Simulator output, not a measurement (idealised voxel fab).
Process module, titled voxel fin reveal
Shown is cross-section cut, with a width of 265 nm and square cells of size 5 nm.
Cross-section, as written here: a square-cell grid given band by band from the top down, where a band holds one or more rows of cells.
The entry gives the band's vertical extent as a top height and a bottom height in nm, then its horizontal make-up as materials from left to right, each with a width in nm. "blank" stands for empty space; a single material marked "edge to edge" fills the band edge to edge.
Note: height 0 marks the level under which the wafer is uniformly one material as received. Lowest band unbounded below, written "0 down".
So if you see something like "30 to 40" for the width, read it as the top row of the band sitting at the first number and the bottom row at the second, with every row in between moving by the same amount as the last.
Given "left unchanged" for a step, no cell of the cross-section differs between before and after that step.
Enclosed voids (no open way to top), threshold 8 cells or more, entry "Unvented cavities", notation width x height at distance, distance from left edge, nm.
Note: text after step settings on the step line = simulator remark on that step.
overlay nm: how far to the right of its planned place the mask lay on this masked step (negative: to the left).

These are the steps we planned for the process
1: RECEIVE [material Si]
2: CONFORMAL_DEP [material SiN] [thk nm 5]
3: PATTERN [tone cover] [mask id FINS] [material resist] [width nm 15] [pitch nm 45] [thk nm 15] [overlay nm 0]
4: DIRECTIONAL_ETCH [etch materials SiN] [depth nm 5]
5: DIRECTIONAL_ETCH [etch materials Si] [depth nm 30]
6: STRIP [etch materials resist]
7: OXIDIZE [depth nm 5]
8: FILL_DEP [material SiO2] [thk nm 15]
9: CMP [height nm 5]
10: SELECTIVE_ETCH [etch materials SiO2] [depth nm 15]
11: STRIP [etch materials SiN]
12: CONFORMAL_DEP [material SiO2] [thk nm 5]
For clarity, it should be stated that the wafers under discussion commence in an identical condition and differ with respect to the width nm of step 3, the plan indicating the value that the first wafer had.

The first of several wafers as received, shown in cross-section; this is its state after step 1
  0 down: Si edge to edge
  Unvented cavities: none

first wafer at the end, after step 12
  5 to 0: 55 blank, 15 SiO2, 30 blank, 15 SiO2, 30 blank, 15 SiO2, 30 blank, 15 SiO2, 60 blank
  0 to -5: 55 blank, 5 SiO2, 5 Si, 5 SiO2, 30 blank, 5 SiO2, 5 Si, 5 SiO2, 30 blank, 5 SiO2, 5 Si, 5 SiO2, 30 blank, 5 SiO2, 5 Si, 5 SiO2, 60 blank
  -5 to -35: 60 SiO2, 5 Si, 40 SiO2, 5 Si, 40 SiO2, 5 Si, 40 SiO2, 5 Si, 65 SiO2
  -35 down: Si edge to edge
  Unvented cavities: none

So this is the cross-section on the last wafer at the end of the module
  5 to 0: 50 blank, 30 SiO2, 15 blank, 30 SiO2, 15 blank, 30 SiO2, 15 blank, 30 SiO2, 50 blank
  0 to -5: 50 blank, 5 SiO2, 20 Si, 5 SiO2, 15 blank, 5 SiO2, 20 Si, 5 SiO2, 15 blank, 5 SiO2, 20 Si, 5 SiO2, 15 blank, 5 SiO2, 20 Si, 5 SiO2, 50 blank
  -5 to -35: 55 SiO2, 20 Si, 25 SiO2, 20 Si, 25 SiO2, 20 Si, 25 SiO2, 20 Si, 55 SiO2
  -35 down: Si edge to edge
  Unvented cavities: none

Take any row and you have a wafer at the end of the module: how many cells of each material it has gained (+) or lost (-) since it was received, and then its closed voids
width nm 15, -343 Si, +314 SiO2, Unvented cavities: none
width nm 20, -315 Si, +294 SiO2, Unvented cavities: none
width nm 25, -287 Si, +274 SiO2, Unvented cavities: none
width nm 30, -259 Si, +254 SiO2, Unvented cavities: none
